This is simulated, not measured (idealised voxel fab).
Module name: voxel released beams (process module)
The figure presents cross-section cut, which has a width of 245 nm and is divided into square cells with an edge length of 5 nm.
The cross-sections in this document take the form of a grid made of square cells. They are written out as bands, in order from top to bottom. Each band consists of one or more rows of cells. Band: top height; bottom height; in nm. Then, left to right: material with width in nm, for each material. "all across": a single material spanning edge to edge. "blank": empty space. Note: height 0 marks the level under which the wafer is uniformly one material as received. Lowest band unbounded below, written "0..down". You'd read "30..40" like this: the band's top row of cells is as wide as the first number, its bottom row is as wide as the second, and going down, every row changes width by the same amount as the row before did. "no change occurred", as given for a step, is the statement that not any cell of the cross-section underwent a change during that step. Empty spaces without an open route to the top, at least 8 cells in extent, make up the entry "Entrapped void list"; each is given as width x height at distance, where the distance is measured from the left edge, and all are in nm. What comes after the settings on a step's line is commentary from the simulator itself on that step. overlay nm: right-of-plan distance of the mask on a masked step; negative values mean left-of-plan.

# The planned process steps are enumerated hereunder
1 RECEIVE | material Si
2 CONFORMAL_DEP | material Al2O3 | thk nm 10
3 DIRECTIONAL_DEP | material SiO2 | thk nm 15
4 PATTERN | tone open | mask id ANCHOR | material resist | width nm 35 | thk nm 15 | overlay nm 0
5 DIRECTIONAL_ETCH | etch materials SiO2 | depth nm 15
6 STRIP | etch materials resist
7 CONFORMAL_DEP | material SiN | thk nm 10
8 PATTERN | tone cover | mask id BEAM | material resist | width nm 85 | thk nm 20 | overlay nm 0
9 DIRECTIONAL_ETCH | etch materials SiN | depth nm 10
10 STRIP | etch materials resist
11 STRIP | etch materials SiO2
Don't read the plan's width nm for step 8 as applying to every wafer: that's the first wafer's value, and the wafers differ in it, though they all start identical.

# First wafer of several, as received: cross-section after step 1
0..down | Si all across
Entrapped void list: none

# Per-wafer rows below. For each material: cells gained (+) or lost (-) since the wafer was received, as of end of module. Then: closed voids
width nm 85; +98 Al2O3; +46 SiN; Entrapped void list: none
width nm 90; +98 Al2O3; +48 SiN; Entrapped void list: none
width nm 95; +98 Al2O3; +50 SiN; Entrapped void list: none
width nm 100; +98 Al2O3; +52 SiN; Entrapped void list: none
width nm 105; +98 Al2O3; +54 SiN; Entrapped void list: none
width nm 110; +98 Al2O3; +56 SiN; Entrapped void list: none
